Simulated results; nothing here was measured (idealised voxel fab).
The following process module bears the name voxel fin reveal.
Cross-section cut spans 205 nm and uses square cells 5 nm in size.
Reading order for cross-sections: top band down to bottom band. Underlying form: a grid of square cells. Band size: one or more rows of cells.
Band entry format. Leading values: height of top, height of bottom, nm. Remainder: materials in left-to-right order, each with its width in nm. Special words: "full width" on a single material, which then fills the band edge to edge; "air", empty space.
Heights are expressed relative to 0, this being the level below which the as-received wafer comprises one material exclusively. The lowest band is unbounded in the downward direction and is denoted as in "z 0 and below".
Width spec "30..40" -> top row of cells at first value, bottom row at second value, equal per-row change in between.
"nothing altered" after a step means that no cell of the cross-section changed.
"Tabulated closed voids" - sealed voids, min. 8 cells, no opening to top; format: width x height at distance (distance from left edge; nm throughout).
Past the settings on a step's line: simulator remark, on that step.
You can add "overlay nm" to a step's line. For a step with a mask, it describes how far the mask lay to the right of its planned position, and a negative number describes a lay to the left.
# Listed below are the process steps as planned
1,op RECEIVE | material Si
2,op CONFORMAL_DEP | material SiN | thk nm 10
3,op DIRECTIONAL_DEP | material aC | thk nm 10
4,op PATTERN | tone cover | mask id FINS | material resist | width nm 15 | pitch nm 35 | thk nm 30 | overlay nm 0
5,op DIRECTIONAL_ETCH | etch materials aC | depth nm 10
6,op STRIP | etch materials resist
7,op DIRECTIONAL_ETCH | etch materials SiN | depth nm 10
8,op DIRECTIONAL_ETCH | etch materials Si | depth nm 35
9,op STRIP | etch materials aC
10,op FILL_DEP | material SiO2 | thk nm 5
11,op CMP | height nm 10
12,op SELECTIVE_ETCH | etch materials SiO2 | depth nm 20
13,op STRIP | etch materials SiN
14,op CONFORMAL_DEP | material HfO2 | thk nm 5
# The first wafer of two, processed as planned
# Incoming wafer, cross-sectional view, post step 1
> z 0 and below: Si full width
> Tabulated closed voids: none
# Cross-section through the wafer, step 2 finished
> z 10 to 0: SiN full width
> Below 0 it's all the same as before, nothing changed down there.
# Cross-section through the wafer, step 3 finished
> z 20 to 10: aC full width
> Below 10 it's all the same as before, nothing changed down there.
# Cross-section through the wafer, step 4 finished
> z 50 to 20: 60 air, then 15 resist, then 20 air, then 15 resist, then 20 air, then 15 resist, then 60 air
> Below 20 it's all the same as before, nothing changed down there.
# Cross-section through the wafer, step 5 finished
> z 40 to 20: 60 air, then 15 resist, then 20 air, then 15 resist, then 20 air, then 15 resist, then 60 air
> z 20 to 10: 60 air, then 15 aC, then 20 air, then 15 aC, then 20 air, then 15 aC, then 60 air
> Below 10 it's all the same as before, nothing changed down there.
# Cross-section through the wafer, step 6 finished
> z 20 to 10: 60 air, then 15 aC, then 20 air, then 15 aC, then 20 air, then 15 aC, then 60 air
> Below 10 it's all the same as before, nothing changed down there.
# Cross-section through the wafer, step 7 finished
> z 20 to 10: 60 air, then 15 aC, then 20 air, then 15 aC, then 20 air, then 15 aC, then 60 air
> z 10 to 0: 60 air, then 15 SiN, then 20 air, then 15 SiN, then 20 air, then 15 SiN, then 60 air
> Below 0 it's all the same as before, nothing changed down there.
# Cross-section through the wafer, step 8 finished
> z 20 to 10: 60 air, then 15 aC, then 20 air, then 15 aC, then 20 air, then 15 aC, then 60 air
> z 10 to 0: 60 air, then 15 SiN, then 20 air, then 15 SiN, then 20 air, then 15 SiN, then 60 air
> z 0 to -35: 60 air, then 15 Si, then 20 air, then 15 Si, then 20 air, then 15 Si, then 60 air
> Below -35 it's all the same as before, nothing changed down there.
# Cross-section through the wafer, step 9 finished
> z 10 to 0: 60 air, then 15 SiN, then 20 air, then 15 SiN, then 20 air, then 15 SiN, then 60 air
> Below 0 it's all the same as before, nothing changed down there.
# Cross-section through the wafer, step 10 finished
> z 15 to 10: SiO2 full width
> z 10 to 0: 60 SiO2, then 15 SiN, then 20 SiO2, then 15 SiN, then 20 SiO2, then 15 SiN, then 60 SiO2
> z 0 to -35: 60 SiO2, then 15 Si, then 20 SiO2, then 15 Si, then 20 SiO2, then 15 Si, then 60 SiO2
> Below -35 it's all the same as before, nothing changed down there.
# Cross-section through the wafer, step 11 finished
> z 10 to 0: 60 SiO2, then 15 SiN, then 20 SiO2, then 15 SiN, then 20 SiO2, then 15 SiN, then 60 SiO2
> Below 0 it's all the same as before, nothing changed down there.
# Cross-section through the wafer, step 12 finished
> z 10 to 0: 60 air, then 15 SiN, then 20 air, then 15 SiN, then 20 air, then 15 SiN, then 60 air
> z 0 to -10: 60 air, then 15 Si, then 20 air, then 15 Si, then 20 air, then 15 Si, then 60 air
> Below -10 it's all the same as before, nothing changed down there.
# Cross-section through the wafer, step 13 finished
> z 0 to -10: 60 air, then 15 Si, then 20 air, then 15 Si, then 20 air, then 15 Si, then 60 air
> Below -10 it's all the same as before, nothing changed down there.
# Cross-section through the wafer, step 14 finished
> z 5 to 0: 55 air, then 25 HfO2, then 10 air, then 25 HfO2, then 10 air, then 25 HfO2, then 55 air
> z 0 to -5: 55 air, then 5 HfO2, then 15 Si, then 5 HfO2, then 10 air, then 5 HfO2, then 15 Si, then 5 HfO2, then 10 air, then 5 HfO2, then 15 Si, then 5 HfO2, then 55 air
> z -5 to -10: 60 HfO2, then 15 Si, then 20 HfO2, then 15 Si, then 20 HfO2, then 15 Si, then 60 HfO2
> Below -10 it's all the same as before, nothing changed down there.
# Now the other wafer: same start, same recipe, but we messed up one thing when running it. Up to and including step 3 it's the same as the first one
# What the second wafer looks like in cross-section when step 4 should have wrapped up
> z 50 to 20: 60 resist, then 15 air, then 20 resist, then 15 air, then 20 resist, then 15 air, then 60 resist
> Below 20 it's all the same as before, nothing changed down there.
# What the second wafer looks like in cross-section when step 5 should have wrapped up
> z 40 to 20: 60 resist, then 15 air, then 20 resist, then 15 air, then 20 resist, then 15 air, then 60 resist
> z 20 to 10: 60 aC, then 15 air, then 20 aC, then 15 air, then 20 aC, then 15 air, then 60 aC
> Below 10 it's all the same as before, nothing changed down there.
# What the second wafer looks like in cross-section when step 6 should have wrapped up
> z 20 to 10: 60 aC, then 15 air, then 20 aC, then 15 air, then 20 aC, then 15 air, then 60 aC
> Below 10 it's all the same as before, nothing changed down there.
# What the second wafer looks like in cross-section when step 7 should have wrapped up
> z 20 to 10: 60 aC, then 15 air, then 20 aC, then 15 air, then 20 aC, then 15 air, then 60 aC
> z 10 to 0: 60 SiN, then 15 air, then 20 SiN, then 15 air, then 20 SiN, then 15 air, then 60 SiN
> Below 0 it's all the same as before, nothing changed down there.
# What the second wafer looks like in cross-section when step 8 should have wrapped up
> z 20 to 10: 60 aC, then 15 air, then 20 aC, then 15 air, then 20 aC, then 15 air, then 60 aC
> z 10 to 0: 60 SiN, then 15 air, then 20 SiN, then 15 air, then 20 SiN, then 15 air, then 60 SiN
> z 0 to -35: 60 Si, then 15 air, then 20 Si, then 15 air, then 20 Si, then 15 air, then 60 Si
> Below -35 it's all the same as before, nothing changed down there.
# What the second wafer looks like in cross-section when step 9 should have wrapped up
> z 10 to 0: 60 SiN, then 15 air, then 20 SiN, then 15 air, then 20 SiN, then 15 air, then 60 SiN
> Below 0 it's all the same as before, nothing changed down there.
# What the second wafer looks like in cross-section when step 10 should have wrapped up
> z 15 to 10: SiO2 full width
> z 10 to 0: 60 SiN, then 15 SiO2, then 20 SiN, then 15 SiO2, then 20 SiN, then 15 SiO2, then 60 SiN
> z 0 to -35: 60 Si, then 15 SiO2, then 20 Si, then 15 SiO2, then 20 Si, then 15 SiO2, then 60 Si
> Below -35 it's all the same as before, nothing changed down there.
# What the second wafer looks like in cross-section when step 11 should have wrapped up
> z 10 to 0: 60 SiN, then 15 SiO2, then 20 SiN, then 15 SiO2, then 20 SiN, then 15 SiO2, then 60 SiN
> Below 0 it's all the same as before, nothing changed down there.
# What the second wafer looks like in cross-section when step 12 should have wrapped up
> z 10 to 0: 60 SiN, then 15 air, then 20 SiN, then 15 air, then 20 SiN, then 15 air, then 60 SiN
> z 0 to -10: 60 Si, then 15 air, then 20 Si, then 15 air, then 20 Si, then 15 air, then 60 Si
> Below -10 it's all the same as before, nothing changed down there.
# What the second wafer looks like in cross-section when step 13 should have wrapped up
> z 0 to -10: 60 Si, then 15 air, then 20 Si, then 15 air, then 20 Si, then 15 air, then 60 Si
> Below -10 it's all the same as before, nothing changed down there.
# What the second wafer looks like in cross-section when step 14 should have wrapped up
> z 5 to 0: 65 HfO2, then 5 air, then 30 HfO2, then 5 air, then 30 HfO2, then 5 air, then 65 HfO2
> z 0 to -5: 60 Si, then 5 HfO2, then 5 air, then 5 HfO2, then 20 Si, then 5 HfO2, then 5 air, then 5 HfO2, then 20 Si, then 5 HfO2, then 5 air, then 5 HfO2, then 60 Si
> z -5 to -10: 60 Si, then 15 HfO2, then 20 Si, then 15 HfO2, then 20 Si, then 15 HfO2, then 60 Si
> Below -10 it's all the same as before, nothing changed down there.
So what did we get wrong on this run? step 4 went in with a setting other than planned; the actual run was op PATTERN | tone open | mask id FINS | material resist | width nm 15 | pitch nm 35 | thk nm 30 | overlay nm 0
Materials where the second wafer ends with more or fewer cells than the first: +161 Si | -115 SiO2
